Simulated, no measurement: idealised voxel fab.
process module | voxel wiring stack
cross-section cut | 240 nm wide | cells 5 nm
A cross-section is a grid of square cells, given in bands from the top down. A band is one or more rows of cells.
Each band's line starts with the height of the band's top and of its bottom, in nm. Then come its materials from left to right, each with its width in nm. One material with "throughout" fills the band from edge to edge. "air" is empty space.
Height 0 is the level under which the wafer as received is all one material. The lowest band goes on downwards, as in "0 down".
A width such as "30 to 40" changes by the same amount from each row of cells to the next, from the band's top row to its bottom row.
"no change" after a step means that no cell of the cross-section changed.
closed voids: empty space of 8 cells or more with no open way to the top, each as width x height at its distance from the left edge, in nm
after a step's settings: what the simulator itself notes on the step
overlay nm, on a step with a mask: how far to the right of its planned place the mask lay; to the left if negative
Each pair below shows a cross-section before one step and the cross-section after it, down to the lowest band that changed. The line under each pair gives the step between them, with its settings. The pairs can come from different runs of this module on the same starting wafer, so a pair continues from the pair above only where its "before" says so.
before
  45 to 40: TiN 35 | air 25 | TiN 25 | air 25 | TiN 25 | air 25 | TiN 25 | air 25 | TiN 30
  40 to 25: SiO2 30 | TiN 5 | air 25 | TiN 5 | SiO2 15 | TiN 5 | air 25 | TiN 5 | SiO2 15 | TiN 5 | air 25 | TiN 5 | SiO2 15 | TiN 5 | air 25 | TiN 5 | SiO2 25
  25 to 20: SiO2 30 | TiN 5 | air 20 | TiN 10 | SiO2 15 | TiN 5 | air 20 | TiN 10 | SiO2 15 | TiN 5 | air 20 | TiN 10 | SiO2 15 | TiN 5 | air 20 | TiN 10 | SiO2 25
  20 to 15: SiN 30 | TiN 30 | SiN 20 | TiN 30 | SiN 20 | TiN 30 | SiN 20 | TiN 30 | SiN 30
  15 to 0: SiO2 throughout
  0 down: Si throughout
  closed voids: none
after
  50 to 45: Cu throughout
  45 to 40: TiN 35 | Cu 25 | TiN 25 | Cu 25 | TiN 25 | Cu 25 | TiN 25 | Cu 25 | TiN 30
  40 to 25: SiO2 30 | TiN 5 | Cu 25 | TiN 5 | SiO2 15 | TiN 5 | Cu 25 | TiN 5 | SiO2 15 | TiN 5 | Cu 25 | TiN 5 | SiO2 15 | TiN 5 | Cu 25 | TiN 5 | SiO2 25
  25 to 20: SiO2 30 | TiN 5 | Cu 20 | TiN 10 | SiO2 15 | TiN 5 | Cu 20 | TiN 10 | SiO2 15 | TiN 5 | Cu 20 | TiN 10 | SiO2 15 | TiN 5 | Cu 20 | TiN 10 | SiO2 25
  below 20: unchanged
  closed voids: none
the step between: op FILL_DEP | material Cu | thk nm 5
before: the cross-section after the pair above
after
  40 to 25: SiO2 30 | TiN 5 | Cu 25 | TiN 5 | SiO2 15 | TiN 5 | Cu 25 | TiN 5 | SiO2 15 | TiN 5 | Cu 25 | TiN 5 | SiO2 15 | TiN 5 | Cu 25 | TiN 5 | SiO2 25
  below 25: unchanged
  closed voids: none
the step between: op CMP | height nm 40
before: the cross-section after the pair above
after
  45 to 40: SiCN throughout
  below 40: unchanged
  closed voids: none
the step between: op CONFORMAL_DEP | material SiCN | thk nm 5
before: the cross-section after the pair above
after
  60 to 45: SiO2 throughout
  below 45: unchanged
  closed voids: none
the step between: op DIRECTIONAL_DEP | material SiO2 | thk nm 15
before: the cross-section after the pair above
after
  75 to 60: resist 30 | air 15 | resist 35 | air 15 | resist 35 | air 15 | resist 35 | air 15 | resist 45
  below 60: unchanged
  closed voids: none
the step between: op PATTERN | tone open | mask id PLUG_1 | material resist | width nm 15 | pitch nm 50 | thk nm 15 | overlay nm 0
before: the cross-section after the pair above
after
  75 to 60: resist 30 | air 15 | resist 35 | air 15 | resist 35 | air 15 | resist 35 | air 15 | resist 45
  60 to 45: SiO2 30 | air 15 | SiO2 35 | air 15 | SiO2 35 | air 15 | SiO2 35 | air 15 | SiO2 45
  below 45: unchanged
  closed voids: none
the step between: op DIRECTIONAL_ETCH | etch materials SiO2 | depth nm 15
before: the cross-section after the pair above
after
  75 to 60: resist 30 | air 15 | resist 35 | air 15 | resist 35 | air 15 | resist 35 | air 15 | resist 45
  60 to 45: SiO2 30 | air 15 | SiO2 35 | air 15 | SiO2 35 | air 15 | SiO2 35 | air 15 | SiO2 45
  45 to 40: SiCN 30 | air 15 | SiCN 35 | air 15 | SiCN 35 | air 15 | SiCN 35 | air 15 | SiCN 45
  below 40: unchanged
  closed voids: none
the step between: op DIRECTIONAL_ETCH | etch materials SiCN | depth nm 5
before: the cross-section after the pair above
after
  60 to 45: SiO2 30 | air 15 | SiO2 35 | air 15 | SiO2 35 | air 15 | SiO2 35 | air 15 | SiO2 45
  below 45: unchanged
  closed voids: none
the step between: op STRIP | etch materials resist
before: the cross-section after the pair above
after
  65 to 60: TiN 35 | air 5 | TiN 45 | air 5 | TiN 45 | air 5 | TiN 45 | air 5 | TiN 50
  60 to 45: SiO2 30 | TiN 5 | air 5 | TiN 5 | SiO2 35 | TiN 5 | air 5 | TiN 5 | SiO2 35 | TiN 5 | air 5 | TiN 5 | SiO2 35 | TiN 5 | air 5 | TiN 5 | SiO2 45
  45 to 40: SiCN 30 | TiN 15 | SiCN 35 | TiN 15 | SiCN 35 | TiN 15 | SiCN 35 | TiN 15 | SiCN 45
  below 40: unchanged
  closed voids: none
the step between: op CONFORMAL_DEP | material TiN | thk nm 5
before: the cross-section after the pair above
after
  70 to 65: Ru throughout
  65 to 60: TiN 35 | Ru 5 | TiN 45 | Ru 5 | TiN 45 | Ru 5 | TiN 45 | Ru 5 | TiN 50
  60 to 45: SiO2 30 | TiN 5 | Ru 5 | TiN 5 | SiO2 35 | TiN 5 | Ru 5 | TiN 5 | SiO2 35 | TiN 5 | Ru 5 | TiN 5 | SiO2 35 | TiN 5 | Ru 5 | TiN 5 | SiO2 45
  below 45: unchanged
  closed voids: none
the step between: op FILL_DEP | material Ru | thk nm 5
before: the cross-section after the pair above
after
  60 to 45: SiO2 30 | TiN 5 | Ru 5 | TiN 5 | SiO2 35 | TiN 5 | Ru 5 | TiN 5 | SiO2 35 | TiN 5 | Ru 5 | TiN 5 | SiO2 35 | TiN 5 | Ru 5 | TiN 5 | SiO2 45
  below 45: unchanged
  closed voids: none
the step between: op CMP | height nm 60
before: the cross-section after the pair above
after
  65 to 60: TiN throughout
  below 60: unchanged
  closed voids: none
the step between: op DIRECTIONAL_DEP | material TiN | thk nm 5
before: the cross-section after the pair above
after
  85 to 65: Ru throughout
  below 65: unchanged
  closed voids: none
the step between: op DIRECTIONAL_DEP | material Ru | thk nm 20
before: the cross-section after the pair above
after
  95 to 85: aC throughout
  below 85: unchanged
  closed voids: none
the step between: op DIRECTIONAL_DEP | material aC | thk nm 10
before: the cross-section after the pair above
after
  120 to 95: air 30 | resist 30 | air 20 | resist 30 | air 20 | resist 30 | air 20 | resist 30 | air 30
  below 95: unchanged
  closed voids: none
the step between: op PATTERN | tone cover | mask id METAL_2 | material resist | width nm 30 | pitch nm 50 | thk nm 25 | overlay nm 0
before: the cross-section after the pair above
after
  110 to 95: air 30 | resist 30 | air 20 | resist 30 | air 20 | resist 30 | air 20 | resist 30 | air 30
  95 to 85: air 30 | aC 30 | air 20 | aC 30 | air 20 | aC 30 | air 20 | aC 30 | air 30
  below 85: unchanged
  closed voids: none
the step between: op DIRECTIONAL_ETCH | etch materials aC | depth nm 10
before: the cross-section after the pair above
after
  95 to 85: air 30 | aC 30 | air 20 | aC 30 | air 20 | aC 30 | air 20 | aC 30 | air 30
  below 85: unchanged
  closed voids: none
the step between: op STRIP | etch materials resist
before: the cross-section after the pair above
after
  95 to 85: air 30 | aC 30 | air 20 | aC 30 | air 20 | aC 30 | air 20 | aC 30 | air 30
  85 to 65: air 30 | Ru 30 | air 20 | Ru 30 | air 20 | Ru 30 | air 20 | Ru 30 | air 30
  below 65: unchanged
  closed voids: none
the step between: op DIRECTIONAL_ETCH | etch materials Ru | depth nm 20
before: the cross-section after the pair above
after
  95 to 85: air 30 | aC 30 | air 20 | aC 30 | air 20 | aC 30 | air 20 | aC 30 | air 30
  85 to 65: air 30 | Ru 30 | air 20 | Ru 30 | air 20 | Ru 30 | air 20 | Ru 30 | air 30
  65 to 60: air 30 | TiN 30 | air 20 | TiN 30 | air 20 | TiN 30 | air 20 | TiN 30 | air 30
  below 60: unchanged
  closed voids: none
the step between: op DIRECTIONAL_ETCH | etch materials TiN | depth nm 5
before: the cross-section after the pair above
after
  85 to 65: air 30 | Ru 30 | air 20 | Ru 30 | air 20 | Ru 30 | air 20 | Ru 30 | air 30
  below 65: unchanged
  closed voids: none
the step between: op STRIP | etch materials aC
before: the cross-section after the pair above
after
  90 to 85: air 25 | SiCN 40 | air 10 | SiCN 40 | air 10 | SiCN 40 | air 10 | SiCN 40 | air 25
  85 to 65: air 25 | SiCN 5 | Ru 30 | SiCN 5 | air 10 | SiCN 5 | Ru 30 | SiCN 5 | air 10 | SiCN 5 | Ru 30 | SiCN 5 | air 10 | SiCN 5 | Ru 30 | SiCN 5 | air 25
  65 to 60: SiCN 30 | TiN 30 | SiCN 20 | TiN 30 | SiCN 20 | TiN 30 | SiCN 20 | TiN 30 | SiCN 30
  below 60: unchanged
  closed voids: none
the step between: op CONFORMAL_DEP | material SiCN | thk nm 5
before: the cross-section after the pair above
after
  95 to 90: lowk throughout
  90 to 85: lowk 25 | SiCN 40 | lowk 10 | SiCN 40 | lowk 10 | SiCN 40 | lowk 10 | SiCN 40 | lowk 25
  85 to 65: lowk 25 | SiCN 5 | Ru 30 | SiCN 5 | lowk 10 | SiCN 5 | Ru 30 | SiCN 5 | lowk 10 | SiCN 5 | Ru 30 | SiCN 5 | lowk 10 | SiCN 5 | Ru 30 | SiCN 5 | lowk 25
  below 65: unchanged
  closed voids: none
the step between: op FILL_DEP | material lowk | thk nm 5
before: the cross-section after the pair above
after
  85 to 65: lowk 25 | SiCN 5 | Ru 30 | SiCN 5 | lowk 10 | SiCN 5 | Ru 30 | SiCN 5 | lowk 10 | SiCN 5 | Ru 30 | SiCN 5 | lowk 10 | SiCN 5 | Ru 30 | SiCN 5 | lowk 25
  below 65: unchanged
  closed voids: none
the step between: op CMP | height nm 85
before: the cross-section after the pair above
after
  90 to 85: SiCN throughout
  below 85: unchanged
  closed voids: none
the step between: op CONFORMAL_DEP | material SiCN | thk nm 5
before: the cross-section after the pair above
after
  120 to 90: SiO2 throughout
  below 90: unchanged
  closed voids: none
the step between: op DIRECTIONAL_DEP | material SiO2 | thk nm 30
before: the cross-section after the pair above
after
  135 to 120: resist 30 | air 15 | resist 85 | air 15 | resist 95
  below 120: unchanged
  closed voids: none
the step between: op PATTERN | tone open | mask id METAL_3_HOLES | material resist | width nm 15 | pitch nm 100 | thk nm 15 | overlay nm 0
before: the cross-section after the pair above
after
  135 to 120: resist 30 | air 15 | resist 85 | air 15 | resist 95
  120 to 90: SiO2 30 | air 15 | SiO2 85 | air 15 | SiO2 95
  below 90: unchanged
  closed voids: none
the step between: op DIRECTIONAL_ETCH | etch materials SiO2 | depth nm 30
before: the cross-section after the pair above
after
  120 to 90: SiO2 30 | air 15 | SiO2 85 | air 15 | SiO2 95
  below 90: unchanged
  closed voids: none
the step between: op STRIP | etch materials resist
before: the cross-section after the pair above
after
  140 to 120: resist 30 | air 30 | resist 20 | air 30 | resist 20 | air 30 | resist 20 | air 30 | resist 30
  below 120: unchanged
  closed voids: none
the step between: op PATTERN | tone open | mask id METAL_3 | material resist | width nm 30 | pitch nm 50 | thk nm 20 | overlay nm 0
before: the cross-section after the pair above
after
  140 to 120: resist 30 | air 30 | resist 20 | air 30 | resist 20 | air 30 | resist 20 | air 30 | resist 30
  120 to 100: SiO2 30 | air 30 | SiO2 20 | air 30 | SiO2 20 | air 30 | SiO2 20 | air 30 | SiO2 30
  below 100: unchanged
  closed voids: none
the step between: op DIRECTIONAL_ETCH | etch materials SiO2 | depth nm 20
before: the cross-section after the pair above
after
  140 to 120: resist 30 | air 30 | resist 20 | air 30 | resist 20 | air 30 | resist 20 | air 30 | resist 30
  120 to 100: SiO2 30 | air 30 | SiO2 20 | air 30 | SiO2 20 | air 30 | SiO2 20 | air 30 | SiO2 30
  100 to 90: SiO2 30 | air 15 | SiO2 85 | air 15 | SiO2 95
  90 to 85: SiCN 30 | air 15 | SiCN 85 | air 15 | SiCN 95
  below 85: unchanged
  closed voids: none
the step between: op DIRECTIONAL_ETCH | etch materials SiCN | depth nm 5
before: the cross-section after the pair above
after
  120 to 100: SiO2 30 | air 30 | SiO2 20 | air 30 | SiO2 20 | air 30 | SiO2 20 | air 30 | SiO2 30
  below 100: unchanged
  closed voids: none
the step between: op STRIP | etch materials resist
before: the cross-section after the pair above
after
  125 to 120: TiN 35 | air 20 | TiN 30 | air 20 | TiN 30 | air 20 | TiN 30 | air 20 | TiN 35
  120 to 105: SiO2 30 | TiN 5 | air 20 | TiN 5 | SiO2 20 | TiN 5 | air 20 | TiN 5 | SiO2 20 | TiN 5 | air 20 | TiN 5 | SiO2 20 | TiN 5 | air 20 | TiN 5 | SiO2 30
  105 to 100: SiO2 30 | TiN 5 | air 5 | TiN 20 | SiO2 20 | TiN 30 | SiO2 20 | TiN 5 | air 5 | TiN 20 | SiO2 20 | TiN 30 | SiO2 30
  100 to 90: SiO2 30 | TiN 5 | air 5 | TiN 5 | SiO2 85 | TiN 5 | air 5 | TiN 5 | SiO2 95
  90 to 85: SiCN 30 | TiN 15 | SiCN 85 | TiN 15 | SiCN 95
  below 85: unchanged
  closed voids: none
the step between: op CONFORMAL_DEP | material TiN | thk nm 5
before: the cross-section after the pair above
after
  135 to 125: Cu throughout
  125 to 120: TiN 35 | Cu 20 | TiN 30 | Cu 20 | TiN 30 | Cu 20 | TiN 30 | Cu 20 | TiN 35
  120 to 105: SiO2 30 | TiN 5 | Cu 20 | TiN 5 | SiO2 20 | TiN 5 | Cu 20 | TiN 5 | SiO2 20 | TiN 5 | Cu 20 | TiN 5 | SiO2 20 | TiN 5 | Cu 20 | TiN 5 | SiO2 30
  105 to 100: SiO2 30 | TiN 5 | Cu 5 | TiN 20 | SiO2 20 | TiN 30 | SiO2 20 | TiN 5 | Cu 5 | TiN 20 | SiO2 20 | TiN 30 | SiO2 30
  100 to 90: SiO2 30 | TiN 5 | Cu 5 | TiN 5 | SiO2 85 | TiN 5 | Cu 5 | TiN 5 | SiO2 95
  below 90: unchanged
  closed voids: none
the step between: op FILL_DEP | material Cu | thk nm 10
before: the cross-section after the pair above
after
  120 to 105: SiO2 30 | TiN 5 | Cu 20 | TiN 5 | SiO2 20 | TiN 5 | Cu 20 | TiN 5 | SiO2 20 | TiN 5 | Cu 20 | TiN 5 | SiO2 20 | TiN 5 | Cu 20 | TiN 5 | SiO2 30
  below 105: unchanged
  closed voids: none
the step between: op CMP | height nm 120
before: the cross-section after the pair above
after
  125 to 120: SiCN throughout
  below 120: unchanged
  closed voids: none
the step between: op CONFORMAL_DEP | material SiCN | thk nm 5
before
  120 to 90: SiO2 30 | air 15 | SiO2 85 | air 15 | SiO2 95
  90 to 85: SiCN throughout
  85 to 65: lowk 25 | SiCN 5 | Ru 30 | SiCN 5 | lowk 10 | SiCN 5 | Ru 30 | SiCN 5 | lowk 10 | SiCN 5 | Ru 30 | SiCN 5 | lowk 10 | SiCN 5 | Ru 30 | SiCN 5 | lowk 25
  65 to 60: SiCN 30 | TiN 30 | SiCN 20 | TiN 30 | SiCN 20 | TiN 30 | SiCN 20 | TiN 30 | SiCN 30
  60 to 45: SiO2 30 | TiN 5 | Ru 5 | TiN 5 | SiO2 35 | TiN 5 | Ru 5 | TiN 5 | SiO2 35 | TiN 5 | Ru 5 | TiN 5 | SiO2 35 | TiN 5 | Ru 5 | TiN 5 | SiO2 45
  45 to 40: SiCN 30 | TiN 15 | SiCN 35 | TiN 15 | SiCN 35 | TiN 15 | SiCN 35 | TiN 15 | SiCN 45
  40 to 20: SiO2 30 | TiN 5 | Cu 20 | TiN 5 | SiO2 20 | TiN 5 | Cu 20 | TiN 5 | SiO2 20 | TiN 5 | Cu 20 | TiN 5 | SiO2 20 | TiN 5 | Cu 20 | TiN 5 | SiO2 30
  20 to 15: SiN 30 | TiN 30 | SiN 20 | TiN 30 | SiN 20 | TiN 30 | SiN 20 | TiN 30 | SiN 30
  15 to 0: SiO2 throughout
  0 down: Si throughout
  closed voids: none
after
  140 to 120: resist 20 | air 30 | resist 20 | air 30 | resist 20 | air 30 | resist 20 | air 30 | resist 40
  below 120: unchanged
  closed voids: none
the step between: op PATTERN | tone open | mask id METAL_3 | material resist | width nm 30 | pitch nm 50 | thk nm 20 | overlay nm -10
before: the cross-section after the pair above
after
  140 to 120: resist 20 | air 30 | resist 20 | air 30 | resist 20 | air 30 | resist 20 | air 30 | resist 40
  120 to 100: SiO2 20 | air 30 | SiO2 20 | air 30 | SiO2 20 | air 30 | SiO2 20 | air 30 | SiO2 40
  below 100: unchanged
  closed voids: none
the step between: op DIRECTIONAL_ETCH | etch materials SiO2 | depth nm 20
before: the cross-section after the pair above
after
  140 to 120: resist 20 | air 30 | resist 20 | air 30 | resist 20 | air 30 | resist 20 | air 30 | resist 40
  120 to 100: SiO2 20 | air 30 | SiO2 20 | air 30 | SiO2 20 | air 30 | SiO2 20 | air 30 | SiO2 40
  100 to 90: SiO2 30 | air 15 | SiO2 85 | air 15 | SiO2 95
  90 to 85: SiCN 30 | air 15 | SiCN 85 | air 15 | SiCN 95
  below 85: unchanged
  closed voids: none
the step between: op DIRECTIONAL_ETCH | etch materials SiCN | depth nm 5
before: the cross-section after the pair above
after
  120 to 100: SiO2 20 | air 30 | SiO2 20 | air 30 | SiO2 20 | air 30 | SiO2 20 | air 30 | SiO2 40
  below 100: unchanged
  closed voids: none
the step between: op STRIP | etch materials resist
before: the cross-section after the pair above
after
  125 to 120: TiN 25 | air 20 | TiN 30 | air 20 | TiN 30 | air 20 | TiN 30 | air 20 | TiN 45
  120 to 105: SiO2 20 | TiN 5 | air 20 | TiN 5 | SiO2 20 | TiN 5 | air 20 | TiN 5 | SiO2 20 | TiN 5 | air 20 | TiN 5 | SiO2 20 | TiN 5 | air 20 | TiN 5 | SiO2 40
  105 to 100: SiO2 20 | TiN 15 | air 5 | TiN 10 | SiO2 20 | TiN 30 | SiO2 20 | TiN 15 | air 5 | TiN 10 | SiO2 20 | TiN 30 | SiO2 40
  100 to 90: SiO2 30 | TiN 5 | air 5 | TiN 5 | SiO2 85 | TiN 5 | air 5 | TiN 5 | SiO2 95
  90 to 85: SiCN 30 | TiN 15 | SiCN 85 | TiN 15 | SiCN 95
  below 85: unchanged
  closed voids: none
the step between: op CONFORMAL_DEP | material TiN | thk nm 5
before: the cross-section after the pair above
after
  135 to 125: Cu throughout
  125 to 120: TiN 25 | Cu 20 | TiN 30 | Cu 20 | TiN 30 | Cu 20 | TiN 30 | Cu 20 | TiN 45
  120 to 105: SiO2 20 | TiN 5 | Cu 20 | TiN 5 | SiO2 20 | TiN 5 | Cu 20 | TiN 5 | SiO2 20 | TiN 5 | Cu 20 | TiN 5 | SiO2 20 | TiN 5 | Cu 20 | TiN 5 | SiO2 40
  105 to 100: SiO2 20 | TiN 15 | Cu 5 | TiN 10 | SiO2 20 | TiN 30 | SiO2 20 | TiN 15 | Cu 5 | TiN 10 | SiO2 20 | TiN 30 | SiO2 40
  100 to 90: SiO2 30 | TiN 5 | Cu 5 | TiN 5 | SiO2 85 | TiN 5 | Cu 5 | TiN 5 | SiO2 95
  below 90: unchanged
  closed voids: none
the step between: op FILL_DEP | material Cu | thk nm 10
before: the cross-section after the pair above
after
  120 to 105: SiO2 20 | TiN 5 | Cu 20 | TiN 5 | SiO2 20 | TiN 5 | Cu 20 | TiN 5 | SiO2 20 | TiN 5 | Cu 20 | TiN 5 | SiO2 20 | TiN 5 | Cu 20 | TiN 5 | SiO2 40
  below 105: unchanged
  closed voids: none
the step between: op CMP | height nm 120
before: the cross-section after the pair above
after
  125 to 120: SiCN throughout
  below 120: unchanged
  closed voids: none
the step between: op CONFORMAL_DEP | material SiCN | thk nm 5
before
  15 to 0: SiO2 throughout
  0 down: Si throughout
  closed voids: none
after
  20 to 15: SiCN throughout
  below 15: unchanged
  closed voids: none
the step between: op CONFORMAL_DEP | material SiCN | thk nm 5
before: the cross-section after the pair above
after
  40 to 20: SiO2 throughout
  below 20: unchanged
  closed voids: none
the step between: op DIRECTIONAL_DEP | material SiO2 | thk nm 20
before: the cross-section after the pair above
after
  40 to 20: SiO2 30 | air 30 | SiO2 20 | air 30 | SiO2 20 | air 30 | SiO2 20 | air 30 | SiO2 30
  below 20: unchanged
  closed voids: none
the step between: op MASKED_ETCH | tone open | mask id METAL_1 | width nm 30 | pitch nm 50 | etch materials SiO2 | depth nm 20 | overlay nm 0
before: the cross-section after the pair above
after
  45 to 40: TiN 35 | air 20 | TiN 30 | air 20 | TiN 30 | air 20 | TiN 30 | air 20 | TiN 35
  40 to 25: SiO2 30 | TiN 5 | air 20 | TiN 5 | SiO2 20 | TiN 5 | air 20 | TiN 5 | SiO2 20 | TiN 5 | air 20 | TiN 5 | SiO2 20 | TiN 5 | air 20 | TiN 5 | SiO2 30
  25 to 20: SiO2 30 | TiN 30 | SiO2 20 | TiN 30 | SiO2 20 | TiN 30 | SiO2 20 | TiN 30 | SiO2 30
  below 20: unchanged
  closed voids: none
the step between: op CONFORMAL_DEP | material TiN | thk nm 5
before: the cross-section after the pair above
after
  50 to 45: Cu throughout
  45 to 40: TiN 35 | Cu 20 | TiN 30 | Cu 20 | TiN 30 | Cu 20 | TiN 30 | Cu 20 | TiN 35
  40 to 25: SiO2 30 | TiN 5 | Cu 20 | TiN 5 | SiO2 20 | TiN 5 | Cu 20 | TiN 5 | SiO2 20 | TiN 5 | Cu 20 | TiN 5 | SiO2 20 | TiN 5 | Cu 20 | TiN 5 | SiO2 30
  below 25: unchanged
  closed voids: none
the step between: op FILL_DEP | material Cu | thk nm 5
before: the cross-section after the pair above
after
  40 to 25: SiO2 30 | TiN 5 | Cu 20 | TiN 5 | SiO2 20 | TiN 5 | Cu 20 | TiN 5 | SiO2 20 | TiN 5 | Cu 20 | TiN 5 | SiO2 20 | TiN 5 | Cu 20 | TiN 5 | SiO2 30
  below 25: unchanged
  closed voids: none
the step between: op CMP | height nm 40
before: the cross-section after the pair above
after
  45 to 40: SiCN throughout
  below 40: unchanged
  closed voids: none
the step between: op CONFORMAL_DEP | material SiCN | thk nm 5
before: the cross-section after the pair above
after
  60 to 45: SiO2 throughout
  below 45: unchanged
  closed voids: none
the step between: op DIRECTIONAL_DEP | material SiO2 | thk nm 15
before: the cross-section after the pair above
after
  75 to 60: resist 30 | air 15 | resist 35 | air 15 | resist 35 | air 15 | resist 35 | air 15 | resist 45
  below 60: unchanged
  closed voids: none
the step between: op PATTERN | tone open | mask id PLUG_1 | material resist | width nm 15 | pitch nm 50 | thk nm 15 | overlay nm 0
before: the cross-section after the pair above
after
  75 to 60: resist 30 | air 15 | resist 35 | air 15 | resist 35 | air 15 | resist 35 | air 15 | resist 45
  60 to 45: SiO2 30 | air 15 | SiO2 35 | air 15 | SiO2 35 | air 15 | SiO2 35 | air 15 | SiO2 45
  below 45: unchanged
  closed voids: none
the step between: op DIRECTIONAL_ETCH | etch materials SiO2 | depth nm 15
before: the cross-section after the pair above
after
  75 to 60: resist 30 | air 15 | resist 35 | air 15 | resist 35 | air 15 | resist 35 | air 15 | resist 45
  60 to 45: SiO2 30 | air 15 | SiO2 35 | air 15 | SiO2 35 | air 15 | SiO2 35 | air 15 | SiO2 45
  45 to 40: SiCN 30 | air 15 | SiCN 35 | air 15 | SiCN 35 | air 15 | SiCN 35 | air 15 | SiCN 45
  below 40: unchanged
  closed voids: none
the step between: op DIRECTIONAL_ETCH | etch materials SiCN | depth nm 5
before: the cross-section after the pair above
after
  60 to 45: SiO2 30 | air 15 | SiO2 35 | air 15 | SiO2 35 | air 15 | SiO2 35 | air 15 | SiO2 45
  below 45: unchanged
  closed voids: none
the step between: op STRIP | etch materials resist
before: the cross-section after the pair above
after
  65 to 60: TiN 35 | air 5 | TiN 45 | air 5 | TiN 45 | air 5 | TiN 45 | air 5 | TiN 50
  60 to 45: SiO2 30 | TiN 5 | air 5 | TiN 5 | SiO2 35 | TiN 5 | air 5 | TiN 5 | SiO2 35 | TiN 5 | air 5 | TiN 5 | SiO2 35 | TiN 5 | air 5 | TiN 5 | SiO2 45
  45 to 40: SiCN 30 | TiN 15 | SiCN 35 | TiN 15 | SiCN 35 | TiN 15 | SiCN 35 | TiN 15 | SiCN 45
  below 40: unchanged
  closed voids: none
the step between: op CONFORMAL_DEP | material TiN | thk nm 5
before: the cross-section after the pair above
after
  70 to 65: Ru throughout
  65 to 60: TiN 35 | Ru 5 | TiN 45 | Ru 5 | TiN 45 | Ru 5 | TiN 45 | Ru 5 | TiN 50
  60 to 45: SiO2 30 | TiN 5 | Ru 5 | TiN 5 | SiO2 35 | TiN 5 | Ru 5 | TiN 5 | SiO2 35 | TiN 5 | Ru 5 | TiN 5 | SiO2 35 | TiN 5 | Ru 5 | TiN 5 | SiO2 45
  below 45: unchanged
  closed voids: none
the step between: op FILL_DEP | material Ru | thk nm 5
before: the cross-section after the pair above
after
  60 to 45: SiO2 30 | TiN 5 | Ru 5 | TiN 5 | SiO2 35 | TiN 5 | Ru 5 | TiN 5 | SiO2 35 | TiN 5 | Ru 5 | TiN 5 | SiO2 35 | TiN 5 | Ru 5 | TiN 5 | SiO2 45
  below 45: unchanged
  closed voids: none
the step between: op CMP | height nm 60
before: the cross-section after the pair above
after
  65 to 60: TiN throughout
  below 60: unchanged
  closed voids: none
the step between: op DIRECTIONAL_DEP | material TiN | thk nm 5
before: the cross-section after the pair above
after
  85 to 65: Ru throughout
  below 65: unchanged
  closed voids: none
the step between: op DIRECTIONAL_DEP | material Ru | thk nm 20
before: the cross-section after the pair above
after
  95 to 85: aC throughout
  below 85: unchanged
  closed voids: none
the step between: op DIRECTIONAL_DEP | material aC | thk nm 10
before: the cross-section after the pair above
after
  120 to 95: air 30 | resist 30 | air 20 | resist 30 | air 20 | resist 30 | air 20 | resist 30 | air 30
  below 95: unchanged
  closed voids: none
the step between: op PATTERN | tone cover | mask id METAL_2 | material resist | width nm 30 | pitch nm 50 | thk nm 25 | overlay nm 0
before: the cross-section after the pair above
after
  110 to 95: air 30 | resist 30 | air 20 | resist 30 | air 20 | resist 30 | air 20 | resist 30 | air 30
  95 to 85: air 30 | aC 30 | air 20 | aC 30 | air 20 | aC 30 | air 20 | aC 30 | air 30
  below 85: unchanged
  closed voids: none
the step between: op DIRECTIONAL_ETCH | etch materials aC | depth nm 10
before: the cross-section after the pair above
after
  95 to 85: air 30 | aC 30 | air 20 | aC 30 | air 20 | aC 30 | air 20 | aC 30 | air 30
  below 85: unchanged
  closed voids: none
the step between: op STRIP | etch materials resist
before: the cross-section after the pair above
after
  95 to 85: air 30 | aC 30 | air 20 | aC 30 | air 20 | aC 30 | air 20 | aC 30 | air 30
  85 to 65: air 30 | Ru 30 | air 20 | Ru 30 | air 20 | Ru 30 | air 20 | Ru 30 | air 30
  below 65: unchanged
  closed voids: none
the step between: op DIRECTIONAL_ETCH | etch materials Ru | depth nm 20
before: the cross-section after the pair above
after
  95 to 85: air 30 | aC 30 | air 20 | aC 30 | air 20 | aC 30 | air 20 | aC 30 | air 30
  85 to 65: air 30 | Ru 30 | air 20 | Ru 30 | air 20 | Ru 30 | air 20 | Ru 30 | air 30
  65 to 60: air 30 | TiN 30 | air 20 | TiN 30 | air 20 | TiN 30 | air 20 | TiN 30 | air 30
  below 60: unchanged
  closed voids: none
the step between: op DIRECTIONAL_ETCH | etch materials TiN | depth nm 5
before: the cross-section after the pair above
after
  85 to 65: air 30 | Ru 30 | air 20 | Ru 30 | air 20 | Ru 30 | air 20 | Ru 30 | air 30
  below 65: unchanged
  closed voids: none
the step between: op STRIP | etch materials aC
before: the cross-section after the pair above
after
  90 to 85: air 25 | SiCN 40 | air 10 | SiCN 40 | air 10 | SiCN 40 | air 10 | SiCN 40 | air 25
  85 to 65: air 25 | SiCN 5 | Ru 30 | SiCN 5 | air 10 | SiCN 5 | Ru 30 | SiCN 5 | air 10 | SiCN 5 | Ru 30 | SiCN 5 | air 10 | SiCN 5 | Ru 30 | SiCN 5 | air 25
  65 to 60: SiCN 30 | TiN 30 | SiCN 20 | TiN 30 | SiCN 20 | TiN 30 | SiCN 20 | TiN 30 | SiCN 30
  below 60: unchanged
  closed voids: none
the step between: op CONFORMAL_DEP | material SiCN | thk nm 5
before: the cross-section after the pair above
after
  95 to 90: lowk throughout
  90 to 85: lowk 25 | SiCN 40 | lowk 10 | SiCN 40 | lowk 10 | SiCN 40 | lowk 10 | SiCN 40 | lowk 25
  85 to 65: lowk 25 | SiCN 5 | Ru 30 | SiCN 5 | lowk 10 | SiCN 5 | Ru 30 | SiCN 5 | lowk 10 | SiCN 5 | Ru 30 | SiCN 5 | lowk 10 | SiCN 5 | Ru 30 | SiCN 5 | lowk 25
  below 65: unchanged
  closed voids: none
the step between: op FILL_DEP | material lowk | thk nm 5
before: the cross-section after the pair above
after
  85 to 65: lowk 25 | SiCN 5 | Ru 30 | SiCN 5 | lowk 10 | SiCN 5 | Ru 30 | SiCN 5 | lowk 10 | SiCN 5 | Ru 30 | SiCN 5 | lowk 10 | SiCN 5 | Ru 30 | SiCN 5 | lowk 25
  below 65: unchanged
  closed voids: none
the step between: op CMP | height nm 85
before: the cross-section after the pair above
after
  90 to 85: SiCN throughout
  below 85: unchanged
  closed voids: none
the step between: op CONFORMAL_DEP | material SiCN | thk nm 5
before: the cross-section after the pair above
after
  120 to 90: SiO2 throughout
  below 90: unchanged
  closed voids: none
the step between: op DIRECTIONAL_DEP | material SiO2 | thk nm 30
before: the cross-section after the pair above
after
  135 to 120: resist 30 | air 15 | resist 85 | air 15 | resist 95
  below 120: unchanged
  closed voids: none
the step between: op PATTERN | tone open | mask id METAL_3_HOLES | material resist | width nm 15 | pitch nm 100 | thk nm 15 | overlay nm 0
before: the cross-section after the pair above
after
  135 to 120: resist 30 | air 15 | resist 85 | air 15 | resist 95
  120 to 90: SiO2 30 | air 15 | SiO2 85 | air 15 | SiO2 95
  below 90: unchanged
  closed voids: none
the step between: op DIRECTIONAL_ETCH | etch materials SiO2 | depth nm 30
